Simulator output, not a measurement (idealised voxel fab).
Name of the process module below: voxel ribs on slabs
Shown is cross-section cut, with a width of 145 nm and square cells of size 5 nm.
We lay out every cross-section as a grid of square cells and spell it out in bands from the top down, where one band means one or more rows of cells. Look at the band entry: it leads with the top's height and the bottom's height in nm. Then it lists the materials left to right, with a width in nm for each. The word "edge to edge" on a single material says that material fills the band edge to edge. The word "air" is empty space. The level at which height equals 0 is the one under which the wafer, as it arrives, is entirely one material. No lower edge exists for the bottom band, which continues downward and is notated as in "z 0 and below". A width such as "30->40" changes by the same amount from each row of cells to the next, from the band's top row to its bottom row. Key: "no modifications" - step with no changed cell in the cross-section. Empty spaces counting at least 8 cells and having no open way to the top are listed in "Enclosed cavities". The notation width x height at distance is used for each, the distance being from the left edge and all three values in nm. Post-settings text on a step line: simulator's own remark regarding the step. overlay nm: how far to the right of its planned place the mask lay on this masked step (negative: to the left).
[The steps planned for the process are as follows]
1: RECEIVE: material Si
2: DIRECTIONAL_DEP: material SiO2, thk nm 25
3: DIRECTIONAL_DEP: material polySi, thk nm 15
4: DIRECTIONAL_DEP: material aC, thk nm 15
5: PATTERN: tone cover, mask id RIB, material resist, width nm 25, thk nm 35, overlay nm -15
6: DIRECTIONAL_ETCH: etch materials aC, depth nm 15
7: STRIP: etch materials resist
8: DIRECTIONAL_ETCH: etch materials polySi, depth nm 10
9: STRIP: etch materials aC
10: DIRECTIONAL_DEP: material aC, thk nm 10
11: PATTERN: tone cover, mask id SLAB, material resist, width nm 85, thk nm 25, overlay nm 0
12: DIRECTIONAL_ETCH: etch materials aC, depth nm 10
13: STRIP: etch materials resist
14: DIRECTIONAL_ETCH: etch materials polySi, depth nm 5
15: STRIP: etch materials aC
16: FILL_DEP: material SiO2, thk nm 20
17: CMP: height nm 50
18: DIRECTIONAL_DEP: material W, thk nm 10
19: PATTERN: tone cover, mask id HEATER, material resist, width nm 35, thk nm 15, overlay nm 0
20: DIRECTIONAL_ETCH: etch materials W, depth nm 10
21: STRIP: etch materials resist
22: CONFORMAL_DEP: material SiN, thk nm 10
Keep in mind the plan's value for the overlay nm of step 5 comes from the first wafer; the wafers don't share that setting, but they do share the same starting point.
[As-received state after step 1, first of several wafers, cross-section]
    z 0 and below | Si edge to edge
    Enclosed cavities: none
[Cross-section of the first of several wafers once the module has run through its last step, step 22]
    z 70 to 60 | air 45  SiN 55  air 45
    z 60 to 50 | SiN 55  W 35  SiN 55
    z 50 to 40 | SiO2 edge to edge
    z 40 to 30 | SiO2 45  polySi 25  SiO2 75
    z 30 to 25 | SiO2 30  polySi 85  SiO2 30
    z 25 to 0 | SiO2 edge to edge
    z 0 and below | Si edge to edge
    Enclosed cavities: none
[At the end of the module, the last of several wafers in cross-section]
    z 70 to 60 | air 45  SiN 55  air 45
    z 60 to 50 | SiN 55  W 35  SiN 55
    z 50 to 40 | SiO2 edge to edge
    z 40 to 30 | SiO2 75  polySi 25  SiO2 45
    z 30 to 25 | SiO2 30  polySi 85  SiO2 30
    z 25 to 0 | SiO2 edge to edge
    z 0 and below | Si edge to edge
    Enclosed cavities: none
[Row per wafer, end-of-module: cell gain (+)/loss (-) by material since the wafer came in, then closed voids]
overlay nm -15; +66 SiN; +263 SiO2; +14 W; +27 polySi; Enclosed cavities: none
overlay nm -10; +66 SiN; +263 SiO2; +14 W; +27 polySi; Enclosed cavities: none
overlay nm -5; +66 SiN; +263 SiO2; +14 W; +27 polySi; Enclosed cavities: none
overlay nm 0; +66 SiN; +263 SiO2; +14 W; +27 polySi; Enclosed cavities: none
overlay nm 5; +66 SiN; +263 SiO2; +14 W; +27 polySi; Enclosed cavities: none
overlay nm 10; +66 SiN; +263 SiO2; +14 W; +27 polySi; Enclosed cavities: none
overlay nm 15; +66 SiN; +263 SiO2; +14 W; +27 polySi; Enclosed cavities: none
